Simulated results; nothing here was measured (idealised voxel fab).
The name of this process module is voxel capacitor over wiring.
Pictured: cross-section cut, 225 nm wide, on a grid of 5 nm square cells.
Cross-section = grid of square cells, listed top down in bands; band = one or more rows. Quick guide to a band line: top height, bottom height (nm) up front; then every material left to right with its width in nm. Only one material and it's marked "everywhere"? Then it fills the band edge to edge. And "air" just means empty space. Measure heights from 0. That's the level where, below it, the as-received wafer is all one material. The lowest band is bottomless and extends downward; write it as in "from 0 down". Width spec "30..40" -> top row of cells at first value, bottom row at second value, equal per-row change in between. Key: "remained unchanged" - step with no changed cell in the cross-section. The entry titled "Closed-off voids" provides the empty spaces that have no open way to the top, restricted to those of 8 cells or more. Each is presented as width x height at distance, the distance being measured from the left edge, with all three in nm. Post-settings text on a step line: simulator's own remark regarding the step. Among the settings permitted on a step's line is "overlay nm"; applied to a step with a mask, it specifies the extent to which the mask lay to the right of its planned position, whereas a negative figure signifies a position to the left.

# This section lists the process steps that were planned
- 1: RECEIVE [material Si]
- 2: CONFORMAL_DEP [material SiO2] [thk nm 15]
- 3: DIRECTIONAL_DEP [material TiN] [thk nm 5]
- 4: DIRECTIONAL_DEP [material W] [thk nm 25]
- 5: MASKED_ETCH [tone cover] [mask id METAL_1] [width nm 30] [pitch nm 95] [etch materials W] [depth nm 25] [overlay nm 0]
- 6: MASKED_ETCH [tone cover] [mask id METAL_1] [width nm 30] [pitch nm 95] [etch materials TiN] [depth nm 5] [overlay nm 0]
- 7: CONFORMAL_DEP [material SiN] [thk nm 5]
- 8: FILL_DEP [material SiO2] [thk nm 10]
- 9: CMP [height nm 45]
- 10: CONFORMAL_DEP [material SiCN] [thk nm 5]
- 11: DIRECTIONAL_DEP [material lowk] [thk nm 20]
- 12: DIRECTIONAL_DEP [material aC] [thk nm 15]
- 13: PATTERN [tone open] [mask id PLUG_1] [material resist] [width nm 15] [thk nm 30] [overlay nm 0]
- 14: DIRECTIONAL_ETCH [etch materials aC] [depth nm 15]
- 15: STRIP [etch materials resist]
- 16: DIRECTIONAL_ETCH [etch materials lowk] [depth nm 20]
- 17: DIRECTIONAL_ETCH [etch materials SiCN] [depth nm 5]
- 18: STRIP [etch materials aC]
- 19: EPI [material Ru] [thk nm 10]
- 20: EPI [material Ru] [thk nm 10]
- 21: EPI [material Ru] [thk nm 5]
- 22: DIRECTIONAL_DEP [material TiN] [thk nm 10]
- 23: DIRECTIONAL_DEP [material SiN] [thk nm 5]
- 24: DIRECTIONAL_DEP [material TiN] [thk nm 10]
- 25: DIRECTIONAL_DEP [material aC] [thk nm 15]
- 26: PATTERN [tone cover] [mask id UPPER_PLATE] [material resist] [width nm 70] [thk nm 35] [overlay nm 0]
- 27: DIRECTIONAL_ETCH [etch materials aC] [depth nm 15]
- 28: STRIP [etch materials resist]
- 29: DIRECTIONAL_ETCH [etch materials TiN] [depth nm 10]
- 30: DIRECTIONAL_ETCH [etch materials SiN] [depth nm 5]
- 31: STRIP [etch materials aC]
- 32: DIRECTIONAL_DEP [material aC] [thk nm 10]
- 33: PATTERN [tone cover] [mask id LOWER_PLATE] [material resist] [width nm 80] [thk nm 25] [overlay nm 0]
- 34: DIRECTIONAL_ETCH [etch materials aC] [depth nm 10]
- 35: STRIP [etch materials resist]
- 36: DIRECTIONAL_ETCH [etch materials TiN] [depth nm 10]
- 37: STRIP [etch materials aC]
- 38: FILL_DEP [material SiO2] [thk nm 20]
- 39: CMP [height nm 110]
- 40: DIRECTIONAL_DEP [material aC] [thk nm 15]
- 41: PATTERN [tone open] [mask id PLUG_2] [material resist] [width nm 15] [thk nm 35] [overlay nm 0]
- 42: DIRECTIONAL_ETCH [etch materials aC] [depth nm 15]
- 43: STRIP [etch materials resist]
- 44: DIRECTIONAL_ETCH [etch materials SiO2] [depth nm 15]
- 45: STRIP [etch materials aC]
- 46: CONFORMAL_DEP [material TiN] [thk nm 5]
- 47: FILL_DEP [material Ru] [thk nm 10]
- 48: CMP [height nm 110]
- 49: CONFORMAL_DEP [material SiCN] [thk nm 5]

# First of two wafers, with the run carried out as planned

# Delivered wafer in cross-section: state after step 1
> from 0 down = Si everywhere
> Closed-off voids: none

# The wafer in cross-section once step 2 is complete
> from 15 to 0 = SiO2 everywhere
> Whatever lies below 0 is exactly as it was before.

# The wafer in cross-section once step 3 is complete
> from 20 to 15 = TiN everywhere
> Whatever lies below 15 is exactly as it was before.

# The wafer in cross-section once step 4 is complete
> from 45 to 20 = W everywhere
> Whatever lies below 20 is exactly as it was before.

# The wafer in cross-section once step 5 is complete
> from 45 to 20 = 50 air, 30 W, 65 air, 30 W, 50 air
> Whatever lies below 20 is exactly as it was before.

# The wafer in cross-section once step 6 is complete
> from 45 to 20 = 50 air, 30 W, 65 air, 30 W, 50 air
> from 20 to 15 = 50 air, 30 TiN, 65 air, 30 TiN, 50 air
> Whatever lies below 15 is exactly as it was before.

# The wafer in cross-section once step 7 is complete
> from 50 to 45 = 45 air, 40 SiN, 55 air, 40 SiN, 45 air
> from 45 to 20 = 45 air, 5 SiN, 30 W, 5 SiN, 55 air, 5 SiN, 30 W, 5 SiN, 45 air
> from 20 to 15 = 50 SiN, 30 TiN, 65 SiN, 30 TiN, 50 SiN
> Whatever lies below 15 is exactly as it was before.

# The wafer in cross-section once step 8 is complete
> from 60 to 50 = SiO2 everywhere
> from 50 to 45 = 45 SiO2, 40 SiN, 55 SiO2, 40 SiN, 45 SiO2
> from 45 to 20 = 45 SiO2, 5 SiN, 30 W, 5 SiN, 55 SiO2, 5 SiN, 30 W, 5 SiN, 45 SiO2
> Whatever lies below 20 is exactly as it was before.

# The wafer in cross-section once step 9 is complete
> from 45 to 20 = 45 SiO2, 5 SiN, 30 W, 5 SiN, 55 SiO2, 5 SiN, 30 W, 5 SiN, 45 SiO2
> Whatever lies below 20 is exactly as it was before.

# The wafer in cross-section once step 10 is complete
> from 50 to 45 = SiCN everywhere
> Whatever lies below 45 is exactly as it was before.

# The wafer in cross-section once step 11 is complete
> from 70 to 50 = lowk everywhere
> Whatever lies below 50 is exactly as it was before.

# The wafer in cross-section once step 12 is complete
> from 85 to 70 = aC everywhere
> Whatever lies below 70 is exactly as it was before.

# The wafer in cross-section once step 13 is complete
> from 115 to 85 = 65 resist, 15 air, 145 resist
> Whatever lies below 85 is exactly as it was before.

# The wafer in cross-section once step 14 is complete
> from 100 to 85 = 65 resist, 15 air, 145 resist
> from 85 to 70 = 65 aC, 15 air, 145 aC
> Whatever lies below 70 is exactly as it was before.

# The wafer in cross-section once step 15 is complete
> from 85 to 70 = 65 aC, 15 air, 145 aC
> Whatever lies below 70 is exactly as it was before.

# The wafer in cross-section once step 16 is complete
> from 85 to 70 = 65 aC, 15 air, 145 aC
> from 70 to 50 = 65 lowk, 15 air, 145 lowk
> Whatever lies below 50 is exactly as it was before.

# The wafer in cross-section once step 17 is complete
> from 85 to 70 = 65 aC, 15 air, 145 aC
> from 70 to 50 = 65 lowk, 15 air, 145 lowk
> from 50 to 45 = 65 SiCN, 15 air, 145 SiCN
> Whatever lies below 45 is exactly as it was before.

# The wafer in cross-section once step 18 is complete
> from 70 to 50 = 65 lowk, 15 air, 145 lowk
> Whatever lies below 50 is exactly as it was before.

# The wafer in cross-section once step 19 is complete
> from 70 to 55 = 65 lowk, 15 air, 145 lowk
> from 55 to 50 = 65 lowk, 15 Ru, 145 lowk
> from 50 to 45 = 65 SiCN, 15 Ru, 145 SiCN
> Whatever lies below 45 is exactly as it was before.

# The wafer in cross-section once step 20 is complete
> from 70 to 65 = 65 lowk, 15 air, 145 lowk
> from 65 to 50 = 65 lowk, 15 Ru, 145 lowk
> Whatever lies below 50 is exactly as it was before.

# The wafer in cross-section once step 21 is complete
> from 70 to 50 = 65 lowk, 15 Ru, 145 lowk
> Whatever lies below 50 is exactly as it was before.

# The wafer in cross-section once step 22 is complete
> from 80 to 70 = TiN everywhere
> Whatever lies below 70 is exactly as it was before.

# The wafer in cross-section once step 23 is complete
> from 85 to 80 = SiN everywhere
> Whatever lies below 80 is exactly as it was before.

# The wafer in cross-section once step 24 is complete
> from 95 to 85 = TiN everywhere
> Whatever lies below 85 is exactly as it was before.

# The wafer in cross-section once step 25 is complete
> from 110 to 95 = aC everywhere
> Whatever lies below 95 is exactly as it was before.

# The wafer in cross-section once step 26 is complete
> from 145 to 110 = 65 air, 70 resist, 90 air
> Whatever lies below 110 is exactly as it was before.

# The wafer in cross-section once step 27 is complete
> from 130 to 110 = 65 air, 70 resist, 90 air
> from 110 to 95 = 65 air, 70 aC, 90 air
> Whatever lies below 95 is exactly as it was before.

# The wafer in cross-section once step 28 is complete
> from 110 to 95 = 65 air, 70 aC, 90 air
> Whatever lies below 95 is exactly as it was before.

# The wafer in cross-section once step 29 is complete
> from 110 to 95 = 65 air, 70 aC, 90 air
> from 95 to 85 = 65 air, 70 TiN, 90 air
> Whatever lies below 85 is exactly as it was before.

# The wafer in cross-section once step 30 is complete
> from 110 to 95 = 65 air, 70 aC, 90 air
> from 95 to 85 = 65 air, 70 TiN, 90 air
> from 85 to 80 = 65 air, 70 SiN, 90 air
> Whatever lies below 80 is exactly as it was before.

# The wafer in cross-section once step 31 is complete
> from 95 to 85 = 65 air, 70 TiN, 90 air
> Whatever lies below 85 is exactly as it was before.

# The wafer in cross-section once step 32 is complete
> from 105 to 95 = 65 air, 70 aC, 90 air
> from 95 to 90 = 65 air, 70 TiN, 90 air
> from 90 to 85 = 65 aC, 70 TiN, 90 aC
> from 85 to 80 = 65 aC, 70 SiN, 90 aC
> Whatever lies below 80 is exactly as it was before.

# The wafer in cross-section once step 33 is complete
> from 130 to 105 = 60 air, 80 resist, 85 air
> from 105 to 95 = 60 air, 5 resist, 70 aC, 5 resist, 85 air
> from 95 to 90 = 60 air, 5 resist, 70 TiN, 5 resist, 85 air
> Whatever lies below 90 is exactly as it was before.

# The wafer in cross-section once step 34 is complete
> from 120 to 105 = 60 air, 80 resist, 85 air
> from 105 to 95 = 60 air, 5 resist, 70 aC, 5 resist, 85 air
> from 95 to 90 = 60 air, 5 resist, 70 TiN, 5 resist, 85 air
> from 90 to 85 = 60 air, 5 aC, 70 TiN, 5 aC, 85 air
> from 85 to 80 = 60 air, 5 aC, 70 SiN, 5 aC, 85 air
> Whatever lies below 80 is exactly as it was before.

# The wafer in cross-section once step 35 is complete
> from 105 to 95 = 65 air, 70 aC, 90 air
> from 95 to 90 = 65 air, 70 TiN, 90 air
> Whatever lies below 90 is exactly as it was before.

# The wafer in cross-section once step 36 is complete
> from 105 to 95 = 65 air, 70 aC, 90 air
> from 95 to 90 = 65 air, 70 TiN, 90 air
> from 90 to 85 = 60 air, 5 aC, 70 TiN, 5 aC, 85 air
> from 85 to 80 = 60 air, 5 aC, 70 SiN, 5 aC, 85 air
> from 80 to 70 = 60 air, 80 TiN, 85 air
> Whatever lies below 70 is exactly as it was before.

# The wafer in cross-section once step 37 is complete
> from 95 to 85 = 65 air, 70 TiN, 90 air
> from 85 to 80 = 65 air, 70 SiN, 90 air
> Whatever lies below 80 is exactly as it was before.

# The wafer in cross-section once step 38 is complete
> from 115 to 95 = SiO2 everywhere
> from 95 to 85 = 65 SiO2, 70 TiN, 90 SiO2
> from 85 to 80 = 65 SiO2, 70 SiN, 90 SiO2
> from 80 to 70 = 60 SiO2, 80 TiN, 85 SiO2
> Whatever lies below 70 is exactly as it was before.

# The wafer in cross-section once step 39 is complete
> from 110 to 95 = SiO2 everywhere
> Whatever lies below 95 is exactly as it was before.

# The wafer in cross-section once step 40 is complete
> from 125 to 110 = aC everywhere
> Whatever lies below 110 is exactly as it was before.

# The wafer in cross-section once step 41 is complete
> from 160 to 125 = 75 resist, 15 air, 135 resist
> Whatever lies below 125 is exactly as it was before.

# The wafer in cross-section once step 42 is complete
> from 145 to 125 = 75 resist, 15 air, 135 resist
> from 125 to 110 = 75 aC, 15 air, 135 aC
> Whatever lies below 110 is exactly as it was before.

# The wafer in cross-section once step 43 is complete
> from 125 to 110 = 75 aC, 15 air, 135 aC
> Whatever lies below 110 is exactly as it was before.

# The wafer in cross-section once step 44 is complete
> from 125 to 110 = 75 aC, 15 air, 135 aC
> from 110 to 95 = 75 SiO2, 15 air, 135 SiO2
> Whatever lies below 95 is exactly as it was before.

# The wafer in cross-section once step 45 is complete
> from 110 to 95 = 75 SiO2, 15 air, 135 SiO2
> Whatever lies below 95 is exactly as it was before.

# The wafer in cross-section once step 46 is complete
> from 115 to 110 = 80 TiN, 5 air, 140 TiN
> from 110 to 100 = 75 SiO2, 5 TiN, 5 air, 5 TiN, 135 SiO2
> from 100 to 95 = 75 SiO2, 15 TiN, 135 SiO2
> Whatever lies below 95 is exactly as it was before.

# The wafer in cross-section once step 47 is complete
> from 125 to 115 = Ru everywhere
> from 115 to 110 = 80 TiN, 5 Ru, 140 TiN
> from 110 to 100 = 75 SiO2, 5 TiN, 5 Ru, 5 TiN, 135 SiO2
> Whatever lies below 100 is exactly as it was before.

# The wafer in cross-section once step 48 is complete
> from 110 to 100 = 75 SiO2, 5 TiN, 5 Ru, 5 TiN, 135 SiO2
> Whatever lies below 100 is exactly as it was before.

# The wafer in cross-section once step 49 is complete
> from 115 to 110 = SiCN everywhere
> Whatever lies below 110 is exactly as it was before.

# Second wafer, same starting conditions and recipe as the first, one mistake in executing it, nothing differs from the first up to and including step 25

# Second wafer, sectioned view, at step 26's planned end time
> from 145 to 110 = 60 air, 70 resist, 95 air
> Whatever lies below 110 is exactly as it was before.

# Second wafer, sectioned view, at step 27's planned end time
> from 130 to 110 = 60 air, 70 resist, 95 air
> from 110 to 95 = 60 air, 70 aC, 95 air
> Whatever lies below 95 is exactly as it was before.

# Second wafer, sectioned view, at step 28's planned end time
> from 110 to 95 = 60 air, 70 aC, 95 air
> Whatever lies below 95 is exactly as it was before.

# Second wafer, sectioned view, at step 29's planned end time
> from 110 to 95 = 60 air, 70 aC, 95 air
> from 95 to 85 = 60 air, 70 TiN, 95 air
> Whatever lies below 85 is exactly as it was before.

# Second wafer, sectioned view, at step 30's planned end time
> from 110 to 95 = 60 air, 70 aC, 95 air
> from 95 to 85 = 60 air, 70 TiN, 95 air
> from 85 to 80 = 60 air, 70 SiN, 95 air
> Whatever lies below 80 is exactly as it was before.

# Second wafer, sectioned view, at step 31's planned end time
> from 95 to 85 = 60 air, 70 TiN, 95 air
> Whatever lies below 85 is exactly as it was before.

# Second wafer, sectioned view, at step 32's planned end time
> from 105 to 95 = 60 air, 70 aC, 95 air
> from 95 to 90 = 60 air, 70 TiN, 95 air
> from 90 to 85 = 60 aC, 70 TiN, 95 aC
> from 85 to 80 = 60 aC, 70 SiN, 95 aC
> Whatever lies below 80 is exactly as it was before.

# Second wafer, sectioned view, at step 33's planned end time
> from 130 to 105 = 60 air, 80 resist, 85 air
> from 105 to 95 = 60 air, 70 aC, 10 resist, 85 air
> from 95 to 90 = 60 air, 70 TiN, 10 resist, 85 air
> Whatever lies below 90 is exactly as it was before.

# Second wafer, sectioned view, at step 34's planned end time
> from 120 to 105 = 60 air, 80 resist, 85 air
> from 105 to 95 = 60 air, 70 aC, 10 resist, 85 air
> from 95 to 90 = 60 air, 70 TiN, 10 resist, 85 air
> from 90 to 85 = 60 air, 70 TiN, 10 aC, 85 air
> from 85 to 80 = 60 air, 70 SiN, 10 aC, 85 air
> Whatever lies below 80 is exactly as it was before.

# Second wafer, sectioned view, at step 35's planned end time
> from 105 to 95 = 60 air, 70 aC, 95 air
> from 95 to 90 = 60 air, 70 TiN, 95 air
> Whatever lies below 90 is exactly as it was before.

# Second wafer, sectioned view, at step 36's planned end time
> from 105 to 95 = 60 air, 70 aC, 95 air
> from 95 to 90 = 60 air, 70 TiN, 95 air
> from 90 to 85 = 60 air, 70 TiN, 10 aC, 85 air
> from 85 to 80 = 60 air, 70 SiN, 10 aC, 85 air
> from 80 to 70 = 60 air, 80 TiN, 85 air
> Whatever lies below 70 is exactly as it was before.

# Second wafer, sectioned view, at step 37's planned end time
> from 95 to 85 = 60 air, 70 TiN, 95 air
> from 85 to 80 = 60 air, 70 SiN, 95 air
> Whatever lies below 80 is exactly as it was before.

# Second wafer, sectioned view, at step 38's planned end time
> from 115 to 95 = SiO2 everywhere
> from 95 to 85 = 60 SiO2, 70 TiN, 95 SiO2
> from 85 to 80 = 60 SiO2, 70 SiN, 95 SiO2
> from 80 to 70 = 60 SiO2, 80 TiN, 85 SiO2
> Whatever lies below 70 is exactly as it was before.

# Second wafer, sectioned view, at step 39's planned end time
> from 110 to 95 = SiO2 everywhere
> Whatever lies below 95 is exactly as it was before.

# Second wafer, sectioned view, at step 40's planned end time
> from 125 to 110 = aC everywhere
> Whatever lies below 110 is exactly as it was before.

# Second wafer, sectioned view, at step 41's planned end time
> from 160 to 125 = 75 resist, 15 air, 135 resist
> Whatever lies below 125 is exactly as it was before.

# Second wafer, sectioned view, at step 42's planned end time
> from 145 to 125 = 75 resist, 15 air, 135 resist
> from 125 to 110 = 75 aC, 15 air, 135 aC
> Whatever lies below 110 is exactly as it was before.

# Second wafer, sectioned view, at step 43's planned end time
> from 125 to 110 = 75 aC, 15 air, 135 aC
> Whatever lies below 110 is exactly as it was before.

# Second wafer, sectioned view, at step 44's planned end time
> from 125 to 110 = 75 aC, 15 air, 135 aC
> from 110 to 95 = 75 SiO2, 15 air, 135 SiO2
> Whatever lies below 95 is exactly as it was before.

# Second wafer, sectioned view, at step 45's planned end time
> from 110 to 95 = 75 SiO2, 15 air, 135 SiO2
> Whatever lies below 95 is exactly as it was before.

# Second wafer, sectioned view, at step 46's planned end time
> from 115 to 110 = 80 TiN, 5 air, 140 TiN
> from 110 to 100 = 75 SiO2, 5 TiN, 5 air, 5 TiN, 135 SiO2
> from 100 to 95 = 75 SiO2, 15 TiN, 135 SiO2
> Whatever lies below 95 is exactly as it was before.

# Second wafer, sectioned view, at step 47's planned end time
> from 125 to 115 = Ru everywhere
> from 115 to 110 = 80 TiN, 5 Ru, 140 TiN
> from 110 to 100 = 75 SiO2, 5 TiN, 5 Ru, 5 TiN, 135 SiO2
> Whatever lies below 100 is exactly as it was before.

# Second wafer, sectioned view, at step 48's planned end time
> from 110 to 100 = 75 SiO2, 5 TiN, 5 Ru, 5 TiN, 135 SiO2
> Whatever lies below 100 is exactly as it was before.

# Second wafer, sectioned view, at step 49's planned end time
> from 115 to 110 = SiCN everywhere
> Whatever lies below 110 is exactly as it was before.
Nonconformance to the process plan: so step 26 ended up running with a different setting than we planned, it ran as PATTERN [tone cover] [mask id UPPER_PLATE] [material resist] [width nm 70] [thk nm 35] [overlay nm -5]
Tallied in cells, the final second wafer holds each material in the same quantity as the first, although not at the same places.
